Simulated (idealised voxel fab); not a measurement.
process module | voxel fin reveal
cross-section cut | 160 nm wide | cells 5 nm
A cross-section is a grid of square cells, given in bands from the top down. A band is one or more rows of cells.
Each band's line starts with the height of the band's top and of its bottom, in nm. Then come its materials from left to right, each with its width in nm. One material with "throughout" fills the band from edge to edge. "air" is empty space.
Height 0 is the level under which the wafer as received is all one material. The lowest band goes on downwards, as in "0 down".
A width such as "30 to 40" changes by the same amount from each row of cells to the next, from the band's top row to its bottom row.
"no change" after a step means that no cell of the cross-section changed.
closed voids: empty space of 8 cells or more with no open way to the top, each as width x height at its distance from the left edge, in nm
after a step's settings: what the simulator itself notes on the step
overlay nm, on a step with a mask: how far to the right of its planned place the mask lay; to the left if negative
Each pair below shows a cross-section before one step and the cross-section after it, down to the lowest band that changed. The line under each pair gives the step between them, with its settings. The pairs can come from different runs of this module on the same starting wafer, so a pair continues from the pair above only where its "before" says so.
before
  0 down: Si throughout
  closed voids: none
after
  5 to 0: SiN throughout
  below 0: unchanged
  closed voids: none
the step between: op CONFORMAL_DEP | material SiN | thk nm 5
before: the cross-section after the pair above
after
  25 to 5: air 35 | resist 15 | air 20 | resist 15 | air 20 | resist 15 | air 40
  below 5: unchanged
  closed voids: none
the step between: op PATTERN | tone cover | mask id FINS | material resist | width nm 15 | pitch nm 35 | thk nm 20 | overlay nm 0
before: the cross-section after the pair above
after
  25 to 5: air 35 | resist 15 | air 20 | resist 15 | air 20 | resist 15 | air 40
  5 to 0: air 35 | SiN 15 | air 20 | SiN 15 | air 20 | SiN 15 | air 40
  below 0: unchanged
  closed voids: none
the step between: op DIRECTIONAL_ETCH | etch materials SiN | depth nm 5
before: the cross-section after the pair above
after
  25 to 5: air 35 | resist 15 | air 20 | resist 15 | air 20 | resist 15 | air 40
  5 to 0: air 35 | SiN 15 | air 20 | SiN 15 | air 20 | SiN 15 | air 40
  0 to -40: air 35 | Si 15 | air 20 | Si 15 | air 20 | Si 15 | air 40
  below -40: unchanged
  closed voids: none
the step between: op DIRECTIONAL_ETCH | etch materials Si | depth nm 40
before: the cross-section after the pair above
after
  5 to 0: air 35 | SiN 15 | air 20 | SiN 15 | air 20 | SiN 15 | air 40
  below 0: unchanged
  closed voids: none
the step between: op STRIP | etch materials resist
before: the cross-section after the pair above
after
  20 to 5: SiO2 throughout
  5 to 0: SiO2 35 | SiN 15 | SiO2 20 | SiN 15 | SiO2 20 | SiN 15 | SiO2 40
  0 to -40: SiO2 35 | Si 15 | SiO2 20 | Si 15 | SiO2 20 | Si 15 | SiO2 40
  below -40: unchanged
  closed voids: none
the step between: op FILL_DEP | material SiO2 | thk nm 15
before: the cross-section after the pair above
after
  5 to 0: SiO2 35 | SiN 15 | SiO2 20 | SiN 15 | SiO2 20 | SiN 15 | SiO2 40
  below 0: unchanged
  closed voids: none
the step between: op CMP | height nm 5
before: the cross-section after the pair above
after
  5 to 0: air 35 | SiN 15 | air 20 | SiN 15 | air 20 | SiN 15 | air 40
  0 to -30: air 35 | Si 15 | air 20 | Si 15 | air 20 | Si 15 | air 40
  below -30: unchanged
  closed voids: none
the step between: op SELECTIVE_ETCH | etch materials SiO2 | depth nm 35
before: the cross-section after the pair above
after
  0 to -30: air 35 | Si 15 | air 20 | Si 15 | air 20 | Si 15 | air 40
  below -30: unchanged
  closed voids: none
the step between: op STRIP | etch materials SiN
before
  25 to 5: air 35 | resist 15 | air 20 | resist 15 | air 20 | resist 15 | air 40
  5 to 0: air 35 | SiN 15 | air 20 | SiN 15 | air 20 | SiN 15 | air 40
  0 to -40: air 35 | Si 15 | air 20 | Si 15 | air 20 | Si 15 | air 40
  -40 down: Si throughout
  closed voids: none
after
  25 to 5: air 35 | resist 15 | air 20 | resist 15 | air 20 | resist 15 | air 40
  5 to 0: air 35 | SiN 15 | air 20 | SiN 15 | air 20 | SiN 15 | air 40
  0 to -80: air 35 | Si 15 | air 20 | Si 15 | air 20 | Si 15 | air 40
  below -80: unchanged
  closed voids: none
the step between: op DIRECTIONAL_ETCH | etch materials Si | depth nm 40
before: the cross-section after the pair above
after
  5 to 0: air 35 | SiN 15 | air 20 | SiN 15 | air 20 | SiN 15 | air 40
  below 0: unchanged
  closed voids: none
the step between: op STRIP | etch materials resist
before: the cross-section after the pair above
after
  20 to 5: SiO2 throughout
  5 to 0: SiO2 35 | SiN 15 | SiO2 20 | SiN 15 | SiO2 20 | SiN 15 | SiO2 40
  0 to -80: SiO2 35 | Si 15 | SiO2 20 | Si 15 | SiO2 20 | Si 15 | SiO2 40
  below -80: unchanged
  closed voids: none
the step between: op FILL_DEP | material SiO2 | thk nm 15
before: the cross-section after the pair above
after
  5 to 0: SiO2 35 | SiN 15 | SiO2 20 | SiN 15 | SiO2 20 | SiN 15 | SiO2 40
  below 0: unchanged
  closed voids: none
the step between: op CMP | height nm 5
before: the cross-section after the pair above
after
  5 to 0: air 35 | SiN 15 | air 20 | SiN 15 | air 20 | SiN 15 | air 40
  0 to -30: air 35 | Si 15 | air 20 | Si 15 | air 20 | Si 15 | air 40
  below -30: unchanged
  closed voids: none
the step between: op SELECTIVE_ETCH | etch materials SiO2 | depth nm 35
before: the cross-section after the pair above
after
  0 to -30: air 35 | Si 15 | air 20 | Si 15 | air 20 | Si 15 | air 40
  below -30: unchanged
  closed voids: none
the step between: op STRIP | etch materials SiN
before
  5 to 0: SiO2 35 | SiN 15 | SiO2 20 | SiN 15 | SiO2 20 | SiN 15 | SiO2 40
  0 to -40: SiO2 35 | Si 15 | SiO2 20 | Si 15 | SiO2 20 | Si 15 | SiO2 40
  -40 down: Si throughout
  closed voids: none
after
  5 to 0: SiO2 35 | air 15 | SiO2 20 | air 15 | SiO2 20 | air 15 | SiO2 40
  below 0: unchanged
  closed voids: none
the step between: op STRIP | etch materials SiN
before: the cross-section after the pair above
after
  0 to -30: air 35 | Si 15 | air 20 | Si 15 | air 20 | Si 15 | air 40
  -30 to -35: air 35 | Si 15 | air 20 | Si 15 | air 20 | Si 15 | air 35 | SiO2 5
  below -35: unchanged
  closed voids: none
the step between: op SELECTIVE_ETCH | etch materials SiO2 | depth nm 35
before
  25 to 5: air 35 | resist 15 | air 20 | resist 15 | air 20 | resist 15 | air 40
  5 to 0: air 35 | SiN 15 | air 20 | SiN 15 | air 20 | SiN 15 | air 40
  0 down: Si throughout
  closed voids: none
after
  25 to 5: air 35 | resist 15 | air 20 | resist 15 | air 20 | resist 15 | air 40
  5 to 0: air 35 | SiN 15 | air 20 | SiN 15 | air 20 | SiN 15 | air 40
  0 to -45: air 35 | Si 15 | air 20 | Si 15 | air 20 | Si 15 | air 40
  below -45: unchanged
  closed voids: none
the step between: op DIRECTIONAL_ETCH | etch materials Si | depth nm 45
before: the cross-section after the pair above
after
  5 to 0: air 35 | SiN 15 | air 20 | SiN 15 | air 20 | SiN 15 | air 40
  below 0: unchanged
  closed voids: none
the step between: op STRIP | etch materials resist
before: the cross-section after the pair above
after
  20 to 5: SiO2 throughout
  5 to 0: SiO2 35 | SiN 15 | SiO2 20 | SiN 15 | SiO2 20 | SiN 15 | SiO2 40
  0 to -45: SiO2 35 | Si 15 | SiO2 20 | Si 15 | SiO2 20 | Si 15 | SiO2 40
  below -45: unchanged
  closed voids: none
the step between: op FILL_DEP | material SiO2 | thk nm 15
before: the cross-section after the pair above
after
  5 to 0: SiO2 35 | SiN 15 | SiO2 20 | SiN 15 | SiO2 20 | SiN 15 | SiO2 40
  below 0: unchanged
  closed voids: none
the step between: op CMP | height nm 5
before: the cross-section after the pair above
after
  5 to 0: air 35 | SiN 15 | air 20 | SiN 15 | air 20 | SiN 15 | air 40
  0 to -30: air 35 | Si 15 | air 20 | Si 15 | air 20 | Si 15 | air 40
  below -30: unchanged
  closed voids: none
the step between: op SELECTIVE_ETCH | etch materials SiO2 | depth nm 35
before: the cross-section after the pair above
after
  0 to -30: air 35 | Si 15 | air 20 | Si 15 | air 20 | Si 15 | air 40
  below -30: unchanged
  closed voids: none
the step between: op STRIP | etch materials SiN
before
  5 to 0: SiN throughout
  0 down: Si throughout
  closed voids: none
after
  25 to 5: air 35 | resist 20 | air 15 | resist 20 | air 15 | resist 20 | air 35
  below 5: unchanged
  closed voids: none
the step between: op PATTERN | tone cover | mask id FINS | material resist | width nm 20 | pitch nm 35 | thk nm 20 | overlay nm 0
before: the cross-section after the pair above
after
  25 to 5: air 35 | resist 20 | air 15 | resist 20 | air 15 | resist 20 | air 35
  5 to 0: air 35 | SiN 20 | air 15 | SiN 20 | air 15 | SiN 20 | air 35
  below 0: unchanged
  closed voids: none
the step between: op DIRECTIONAL_ETCH | etch materials SiN | depth nm 5
before: the cross-section after the pair above
after
  25 to 5: air 35 | resist 20 | air 15 | resist 20 | air 15 | resist 20 | air 35
  5 to 0: air 35 | SiN 20 | air 15 | SiN 20 | air 15 | SiN 20 | air 35
  0 to -40: air 35 | Si 20 | air 15 | Si 20 | air 15 | Si 20 | air 35
  below -40: unchanged
  closed voids: none
the step between: op DIRECTIONAL_ETCH | etch materials Si | depth nm 40
before: the cross-section after the pair above
after
  5 to 0: air 35 | SiN 20 | air 15 | SiN 20 | air 15 | SiN 20 | air 35
  below 0: unchanged
  closed voids: none
the step between: op STRIP | etch materials resist
before: the cross-section after the pair above
after
  20 to 5: SiO2 throughout
  5 to 0: SiO2 35 | SiN 20 | SiO2 15 | SiN 20 | SiO2 15 | SiN 20 | SiO2 35
  0 to -40: SiO2 35 | Si 20 | SiO2 15 | Si 20 | SiO2 15 | Si 20 | SiO2 35
  below -40: unchanged
  closed voids: none
the step between: op FILL_DEP | material SiO2 | thk nm 15
before: the cross-section after the pair above
after
  5 to 0: SiO2 35 | SiN 20 | SiO2 15 | SiN 20 | SiO2 15 | SiN 20 | SiO2 35
  below 0: unchanged
  closed voids: none
the step between: op CMP | height nm 5
before: the cross-section after the pair above
after
  5 to 0: air 35 | SiN 20 | air 15 | SiN 20 | air 15 | SiN 20 | air 35
  0 to -30: air 35 | Si 20 | air 15 | Si 20 | air 15 | Si 20 | air 35
  below -30: unchanged
  closed voids: none
the step between: op SELECTIVE_ETCH | etch materials SiO2 | depth nm 35
before: the cross-section after the pair above
after
  0 to -30: air 35 | Si 20 | air 15 | Si 20 | air 15 | Si 20 | air 35
  below -30: unchanged
  closed voids: none
the step between: op STRIP | etch materials SiN
before
  5 to 0: SiN throughout
  0 down: Si throughout
  closed voids: none
after
  25 to 5: air 45 | resist 15 | air 20 | resist 15 | air 20 | resist 15 | air 30
  below 5: unchanged
  closed voids: none
the step between: op PATTERN | tone cover | mask id FINS | material resist | width nm 15 | pitch nm 35 | thk nm 20 | overlay nm 10
before: the cross-section after the pair above
after
  25 to 5: air 45 | resist 15 | air 20 | resist 15 | air 20 | resist 15 | air 30
  5 to 0: air 45 | SiN 15 | air 20 | SiN 15 | air 20 | SiN 15 | air 30
  below 0: unchanged
  closed voids: none
the step between: op DIRECTIONAL_ETCH | etch materials SiN | depth nm 5
before: the cross-section after the pair above
after
  25 to 5: air 45 | resist 15 | air 20 | resist 15 | air 20 | resist 15 | air 30
  5 to 0: air 45 | SiN 15 | air 20 | SiN 15 | air 20 | SiN 15 | air 30
  0 to -40: air 45 | Si 15 | air 20 | Si 15 | air 20 | Si 15 | air 30
  below -40: unchanged
  closed voids: none
the step between: op DIRECTIONAL_ETCH | etch materials Si | depth nm 40
before: the cross-section after the pair above
after
  5 to 0: air 45 | SiN 15 | air 20 | SiN 15 | air 20 | SiN 15 | air 30
  below 0: unchanged
  closed voids: none
the step between: op STRIP | etch materials resist
before: the cross-section after the pair above
after
  20 to 5: SiO2 throughout
  5 to 0: SiO2 45 | SiN 15 | SiO2 20 | SiN 15 | SiO2 20 | SiN 15 | SiO2 30
  0 to -40: SiO2 45 | Si 15 | SiO2 20 | Si 15 | SiO2 20 | Si 15 | SiO2 30
  below -40: unchanged
  closed voids: none
the step between: op FILL_DEP | material SiO2 | thk nm 15
before: the cross-section after the pair above
after
  5 to 0: SiO2 45 | SiN 15 | SiO2 20 | SiN 15 | SiO2 20 | SiN 15 | SiO2 30
  below 0: unchanged
  closed voids: none
the step between: op CMP | height nm 5
before: the cross-section after the pair above
after
  5 to 0: air 45 | SiN 15 | air 20 | SiN 15 | air 20 | SiN 15 | air 30
  0 to -30: air 45 | Si 15 | air 20 | Si 15 | air 20 | Si 15 | air 30
  below -30: unchanged
  closed voids: none
the step between: op SELECTIVE_ETCH | etch materials SiO2 | depth nm 35
before: the cross-section after the pair above
after
  0 to -30: air 45 | Si 15 | air 20 | Si 15 | air 20 | Si 15 | air 30
  below -30: unchanged
  closed voids: none
the step between: op STRIP | etch materials SiN
before
  5 to 0: air 35 | SiN 15 | air 20 | SiN 15 | air 20 | SiN 15 | air 40
  0 to -30: air 35 | Si 15 | air 20 | Si 15 | air 20 | Si 15 | air 40
  -30 to -40: SiO2 35 | Si 15 | SiO2 20 | Si 15 | SiO2 20 | Si 15 | SiO2 40
  -40 down: Si throughout
  closed voids: none
after
  5 to 0: air 35 | SiN 15 | air 20 | SiN 15 | air 20 | SiN 15 | air 40
  0 to -40: air 35 | Si 15 | air 20 | Si 15 | air 20 | Si 15 | air 40
  below -40: unchanged
  closed voids: none
the step between: op STRIP | etch materials SiO2
before
  5 to 0: SiN throughout
  0 down: Si throughout
  closed voids: none
after
  25 to 5: resist 35 | air 15 | resist 20 | air 15 | resist 20 | air 15 | resist 40
  below 5: unchanged
  closed voids: none
the step between: op PATTERN | tone open | mask id FINS | material resist | width nm 15 | pitch nm 35 | thk nm 20 | overlay nm 0
before: the cross-section after the pair above
after
  25 to 5: resist 35 | air 15 | resist 20 | air 15 | resist 20 | air 15 | resist 40
  5 to 0: SiN 35 | air 15 | SiN 20 | air 15 | SiN 20 | air 15 | SiN 40
  below 0: unchanged
  closed voids: none
the step between: op DIRECTIONAL_ETCH | etch materials SiN | depth nm 5
before: the cross-section after the pair above
after
  25 to 5: resist 35 | air 15 | resist 20 | air 15 | resist 20 | air 15 | resist 40
  5 to 0: SiN 35 | air 15 | SiN 20 | air 15 | SiN 20 | air 15 | SiN 40
  0 to -40: Si 35 | air 15 | Si 20 | air 15 | Si 20 | air 15 | Si 40
  below -40: unchanged
  closed voids: none
the step between: op DIRECTIONAL_ETCH | etch materials Si | depth nm 40
before: the cross-section after the pair above
after
  5 to 0: SiN 35 | air 15 | SiN 20 | air 15 | SiN 20 | air 15 | SiN 40
  below 0: unchanged
  closed voids: none
the step between: op STRIP | etch materials resist
before: the cross-section after the pair above
after
  20 to 5: SiO2 throughout
  5 to 0: SiN 35 | SiO2 15 | SiN 20 | SiO2 15 | SiN 20 | SiO2 15 | SiN 40
  0 to -40: Si 35 | SiO2 15 | Si 20 | SiO2 15 | Si 20 | SiO2 15 | Si 40
  below -40: unchanged
  closed voids: none
the step between: op FILL_DEP | material SiO2 | thk nm 15
before: the cross-section after the pair above
after
  5 to 0: SiN 35 | SiO2 15 | SiN 20 | SiO2 15 | SiN 20 | SiO2 15 | SiN 40
  below 0: unchanged
  closed voids: none
the step between: op CMP | height nm 5
before: the cross-section after the pair above
after
  5 to 0: SiN 35 | air 15 | SiN 20 | air 15 | SiN 20 | air 15 | SiN 40
  0 to -30: Si 35 | air 15 | Si 20 | air 15 | Si 20 | air 15 | Si 40
  below -30: unchanged
  closed voids: none
the step between: op SELECTIVE_ETCH | etch materials SiO2 | depth nm 35
before: the cross-section after the pair above
after
  0 to -30: Si 35 | air 15 | Si 20 | air 15 | Si 20 | air 15 | Si 40
  below -30: unchanged
  closed voids: none
the step between: op STRIP | etch materials SiN
